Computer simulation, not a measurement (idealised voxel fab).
Process module name: voxel wiring stack
It is cross-section cut that appears here, measuring 270 nm in width, its square cells being 5 nm in size.
A cross-section is written here as square cells arranged in a grid, and it is given in bands from the top down, each band taking up one or more rows of cells.
Read a band's entry like this: the first values are the height of its top and the height of its bottom in nm, and what follows is the sequence of materials from left to right, each with its width in nm. Note that "empty" is empty space, and that a single material marked "edge to edge" reaches across the band from edge to edge.
Height 0 is the level under which the wafer as received is all one material. The lowest band goes on downwards, as in "from 0 down".
Top row gets the first number, bottom row gets the second, and each row in between changes by the same step: that is how a band width like "30..40" works.
A step reported as "stayed the same" is a step in which no cell of the cross-section changed.
Closed empty spaces (no open way to the top) of 8 cells or more are what "closed voids" lists, each as width x height at distance from the left edge, nm for all three.
Past the settings on a step's line: simulator remark, on that step.
If you see "overlay nm" on a step's line and that step has a mask, it's telling you how far right of where it was planned the mask ended up; a negative number means it went left instead.

-- The process steps that were planned are listed below
| 1 | RECEIVE [material Si] |
| 2 | CONFORMAL_DEP [material SiO2] [thk nm 15] |
| 3 | CONFORMAL_DEP [material SiN] [thk nm 5] |
| 4 | DIRECTIONAL_DEP [material lowk] [thk nm 25] |
| 5 | DIRECTIONAL_DEP [material aC] [thk nm 15] |
| 6 | PATTERN [tone open] [mask id METAL_1] [material resist] [width nm 30] [pitch nm 50] [thk nm 30] [overlay nm 0] |
| 7 | DIRECTIONAL_ETCH [etch materials aC] [depth nm 15] |
| 8 | STRIP [etch materials resist] |
| 9 | DIRECTIONAL_ETCH [etch materials lowk] [depth nm 25] |
| 10 | DIRECTIONAL_ETCH [etch materials SiN] [depth nm 5] |
| 11 | STRIP [etch materials aC] |
| 12 | CONFORMAL_DEP [material TiN] [thk nm 5] |
| 13 | FILL_DEP [material Cu] [thk nm 10] |
| 14 | CMP [height nm 45] |
| 15 | CONFORMAL_DEP [material SiCN] [thk nm 5] |
| 16 | DIRECTIONAL_DEP [material SiO2] [thk nm 15] |
| 17 | DIRECTIONAL_DEP [material aC] [thk nm 15] |
| 18 | PATTERN [tone open] [mask id PLUG_1] [material resist] [width nm 15] [pitch nm 50] [thk nm 30] [overlay nm 0] |
| 19 | DIRECTIONAL_ETCH [etch materials aC] [depth nm 15] |
| 20 | STRIP [etch materials resist] |
| 21 | DIRECTIONAL_ETCH [etch materials SiO2] [depth nm 15] |
| 22 | DIRECTIONAL_ETCH [etch materials SiCN] [depth nm 5] |
| 23 | STRIP [etch materials aC] |
| 24 | CONFORMAL_DEP [material TiN] [thk nm 5] |
| 25 | FILL_DEP [material W] [thk nm 5] |
| 26 | CMP [height nm 65] |
| 27 | DIRECTIONAL_DEP [material TiN] [thk nm 5] |
| 28 | DIRECTIONAL_DEP [material Ru] [thk nm 20] |
| 29 | MASKED_ETCH [tone cover] [mask id METAL_2] [width nm 30] [pitch nm 50] [etch materials Ru] [depth nm 20] [overlay nm 0] |
| 30 | MASKED_ETCH [tone cover] [mask id METAL_2] [width nm 30] [pitch nm 50] [etch materials TiN] [depth nm 5] [overlay nm -15] |
| 31 | FILL_DEP [material lowk] [thk nm 10] |
| 32 | CMP [height nm 90] |
| 33 | CONFORMAL_DEP [material SiCN] [thk nm 5] |
| 34 | DIRECTIONAL_DEP [material SiO2] [thk nm 15] |
| 35 | DIRECTIONAL_DEP [material aC] [thk nm 15] |
| 36 | PATTERN [tone open] [mask id PLUG_2] [material resist] [width nm 15] [thk nm 30] [overlay nm 0] |
| 37 | DIRECTIONAL_ETCH [etch materials aC] [depth nm 15] |
| 38 | STRIP [etch materials resist] |
| 39 | DIRECTIONAL_ETCH [etch materials SiO2] [depth nm 15] |
| 40 | DIRECTIONAL_ETCH [etch materials SiCN] [depth nm 5] |
| 41 | STRIP [etch materials aC] |
| 42 | CONFORMAL_DEP [material TiN] [thk nm 5] |
| 43 | FILL_DEP [material W] [thk nm 5] |
| 44 | CMP [height nm 110] |
| 45 | DIRECTIONAL_DEP [material TiN] [thk nm 5] |
| 46 | DIRECTIONAL_DEP [material Ru] [thk nm 15] |
| 47 | PATTERN [tone cover] [mask id METAL_3] [material resist] [width nm 30] [pitch nm 50] [thk nm 15] [overlay nm 0] |
| 48 | DIRECTIONAL_ETCH [etch materials Ru] [depth nm 15] |
| 49 | DIRECTIONAL_ETCH [etch materials TiN] [depth nm 5] |
| 50 | STRIP [etch materials resist] |
| 51 | CONFORMAL_DEP [material SiCN] [thk nm 5] |
| 52 | FILL_DEP [material lowk] [thk nm 10] |
| 53 | CMP [height nm 130] |
| 54 | CONFORMAL_DEP [material SiCN] [thk nm 5] |
For this document, wafers share an identical start and vary in the step 30 overlay nm; the plan quotes the first wafer's value.

-- Step 1 complete: as-received cross-section of the first of several wafers
  from 0 down: Si edge to edge
  closed voids: none

-- Every row in this table is a wafer at the end of the module, and it gives, for each of the materials, the cells that wafer has gained (+) or lost (-) since it was received, then its closed voids
overlay nm -15; +40 Cu; +84 Ru; +207 SiCN; +42 SiN; +459 SiO2; +89 TiN; +9 W; +528 lowk; closed voids: none
overlay nm -10; +40 Cu; +84 Ru; +207 SiCN; +42 SiN; +459 SiO2; +87 TiN; +9 W; +530 lowk; closed voids: none
overlay nm -5; +40 Cu; +84 Ru; +207 SiCN; +42 SiN; +459 SiO2; +85 TiN; +9 W; +532 lowk; closed voids: none
overlay nm 0; +40 Cu; +84 Ru; +207 SiCN; +42 SiN; +459 SiO2; +83 TiN; +9 W; +534 lowk; closed voids: none
overlay nm 5; +40 Cu; +84 Ru; +207 SiCN; +42 SiN; +459 SiO2; +85 TiN; +9 W; +532 lowk; closed voids: none
overlay nm 10; +40 Cu; +84 Ru; +207 SiCN; +42 SiN; +459 SiO2; +87 TiN; +9 W; +530 lowk; closed voids: none
overlay nm 15; +40 Cu; +84 Ru; +207 SiCN; +42 SiN; +459 SiO2; +89 TiN; +9 W; +528 lowk; closed voids: none
